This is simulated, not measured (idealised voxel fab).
process module | voxel transistor to metal
cross-section cut | 205 nm wide | cells 5 nm
A cross-section is a grid of square cells, given in bands from the top down. A band is one or more rows of cells.
Each band's line starts with the height of the band's top and of its bottom, in nm. Then come its materials from left to right, each with its width in nm. One material with "throughout" fills the band from edge to edge. "air" is empty space.
Height 0 is the level under which the wafer as received is all one material. The lowest band goes on downwards, as in "0 down".
A width such as "30 to 40" changes by the same amount from each row of cells to the next, from the band's top row to its bottom row.
"no change" after a step means that no cell of the cross-section changed.
closed voids: empty space of 8 cells or more with no open way to the top, each as width x height at its distance from the left edge, in nm
after a step's settings: what the simulator itself notes on the step
overlay nm, on a step with a mask: how far to the right of its planned place the mask lay; to the left if negative
plan
1 op RECEIVE | material Si
2 op CONFORMAL_DEP | material SiO2 | thk nm 5
3 op CONFORMAL_DEP | material SiN | thk nm 15
4 op DIRECTIONAL_DEP | material aC | thk nm 15
5 op PATTERN | tone cover | mask id ACTIVE | material resist | width nm 115 | thk nm 35 | overlay nm 0
6 op DIRECTIONAL_ETCH | etch materials aC | depth nm 15
7 op STRIP | etch materials resist
8 op DIRECTIONAL_ETCH | etch materials SiN | depth nm 15
9 op DIRECTIONAL_ETCH | etch materials SiO2 | depth nm 5
10 op DIRECTIONAL_ETCH | etch materials Si | depth nm 30
11 op STRIP | etch materials aC
12 op OXIDIZE | depth nm 5
13 op FILL_DEP | material SiO2 | thk nm 5
14 op CMP | height nm 20
15 op SELECTIVE_ETCH | etch materials SiO2 | depth nm 15
16 op STRIP | etch materials SiN
17 op SELECTIVE_ETCH | etch materials SiO2 | depth nm 5
18 op OXIDIZE | depth nm 5
19 op DIRECTIONAL_DEP | material polySi | thk nm 20
20 op DIRECTIONAL_DEP | material SiCN | thk nm 15
21 op PATTERN | tone cover | mask id GATE | material resist | width nm 25 | thk nm 20 | overlay nm 0
22 op DIRECTIONAL_ETCH | etch materials SiCN | depth nm 25
23 op DIRECTIONAL_ETCH | etch materials polySi | depth nm 30
24 op STRIP | etch materials resist
25 op CONFORMAL_DEP | material SiO2 | thk nm 5
26 op DIRECTIONAL_ETCH | etch materials SiO2 | depth nm 5
27 op CONFORMAL_DEP | material SiN | thk nm 5
28 op DIRECTIONAL_ETCH | etch materials SiN | depth nm 5
29 op DIRECTIONAL_ETCH | etch materials SiO2 | depth nm 5
30 op DIRECTIONAL_ETCH | etch materials Si | depth nm 10
31 op EPI | material pSi | thk nm 15
32 op FILL_DEP | material SiO2 | thk nm 5
33 op CMP | height nm 35
34 op DIRECTIONAL_DEP | material SiO2 | thk nm 15
35 op PATTERN | tone open | mask id CONTACT | material resist | width nm 20 | pitch nm 75 | thk nm 20 | overlay nm 0
36 op DIRECTIONAL_ETCH | etch materials SiO2 | depth nm 50
37 op STRIP | etch materials resist
38 op CONFORMAL_DEP | material TiN | thk nm 5
39 op FILL_DEP | material Ru | thk nm 5
40 op CMP | height nm 50
41 op CONFORMAL_DEP | material SiN | thk nm 5
42 op DIRECTIONAL_DEP | material lowk | thk nm 15
43 op PATTERN | tone open | mask id METAL_1 | material resist | width nm 20 | pitch nm 75 | thk nm 15 | overlay nm 0
44 op DIRECTIONAL_ETCH | etch materials lowk | depth nm 15
45 op DIRECTIONAL_ETCH | etch materials SiN | depth nm 5
46 op STRIP | etch materials resist
47 op CONFORMAL_DEP | material TiN | thk nm 5
48 op FILL_DEP | material W | thk nm 5
49 op CMP | height nm 70
50 op CONFORMAL_DEP | material SiN | thk nm 5
as received, after step 1
  0 down: Si throughout
  closed voids: none
a wafer at the end: this start, this plan, one mistake
  75 to 70: SiN throughout
  70 to 55: lowk 55 | TiN 5 | W 10 | TiN 5 | lowk 55 | TiN 5 | W 10 | TiN 5 | lowk 55
  55 to 50: SiN 55 | TiN 20 | SiN 55 | TiN 20 | SiN 55
  50 to 35: SiO2 55 | TiN 5 | Ru 10 | TiN 5 | SiO2 55 | TiN 5 | Ru 10 | TiN 5 | SiO2 55
  35 to 20: SiO2 55 | TiN 5 | Ru 10 | TiN 5 | SiO2 5 | SiN 5 | SiO2 5 | SiCN 25 | SiO2 5 | SiN 5 | SiO2 5 | TiN 5 | Ru 10 | TiN 5 | SiO2 55
  20 to 15: SiO2 55 | TiN 5 | Ru 10 | TiN 5 | SiO2 5 | SiN 5 | SiO2 5 | polySi 25 | SiO2 5 | SiN 5 | SiO2 5 | TiN 5 | Ru 10 | TiN 5 | SiO2 55
  15 to 10: SiO2 55 | TiN 20 | SiO2 5 | SiN 5 | SiO2 5 | polySi 25 | SiO2 5 | SiN 5 | SiO2 5 | TiN 20 | SiO2 55
  10 to 5: SiO2 55 | TiN 10 | pSi 15 | SiN 5 | SiO2 5 | polySi 25 | SiO2 5 | SiN 5 | pSi 15 | TiN 10 | SiO2 55
  5 to 0: SiO2 45 | pSi 35 | SiN 5 | SiO2 5 | polySi 25 | SiO2 5 | SiN 5 | pSi 35 | SiO2 45
  0 to -5: SiO2 45 | pSi 35 | SiO2 45 | pSi 35 | SiO2 45
  -5 to -10: SiO2 55 | pSi 25 | Si 45 | pSi 25 | SiO2 55
  -10 to -15: SiO2 50 | Si 5 | pSi 25 | Si 45 | pSi 25 | Si 5 | SiO2 50
  -15 to -35: SiO2 50 | Si 105 | SiO2 50
  -35 down: Si throughout
  closed voids: none
what went wrong: step 2 was left out
